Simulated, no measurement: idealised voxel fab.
process module | voxel double patterning
cross-section cut | 200 nm wide | cells 5 nm
A cross-section is a grid of square cells, given in bands from the top down. A band is one or more rows of cells.
Each band's line starts with the height of the band's top and of its bottom, in nm. Then come its materials from left to right, each with its width in nm. One material with "throughout" fills the band from edge to edge. "air" is empty space.
Height 0 is the level under which the wafer as received is all one material. The lowest band goes on downwards, as in "0 down".
A width such as "30 to 40" changes by the same amount from each row of cells to the next, from the band's top row to its bottom row.
"no change" after a step means that no cell of the cross-section changed.
closed voids: empty space of 8 cells or more with no open way to the top, each as width x height at its distance from the left edge, in nm
after a step's settings: what the simulator itself notes on the step
overlay nm, on a step with a mask: how far to the right of its planned place the mask lay; to the left if negative
plan
1 op RECEIVE | material Si
2 op CONFORMAL_DEP | material SiO2 | thk nm 10
3 op DIRECTIONAL_DEP | material W | thk nm 10
4 op DIRECTIONAL_DEP | material SiN | thk nm 10
5 op MASKED_ETCH | tone open | mask id FIRST | width nm 15 | pitch nm 50 | etch materials SiN | depth nm 10 | overlay nm 0
6 op MASKED_ETCH | tone open | mask id SECOND | width nm 15 | etch materials SiN | depth nm 10 | overlay nm 0
7 op DIRECTIONAL_ETCH | etch materials W | depth nm 10
8 op STRIP | etch materials SiN
as received, after step 1
  0 down: Si throughout
  closed voids: none
a wafer at the end: this start, this plan, one mistake
  10 to 0: W 65 | air 15 | W 10 | air 15 | W 10 | air 15 | W 70
  0 down: Si throughout
  closed voids: none
what went wrong: step 2 was left out
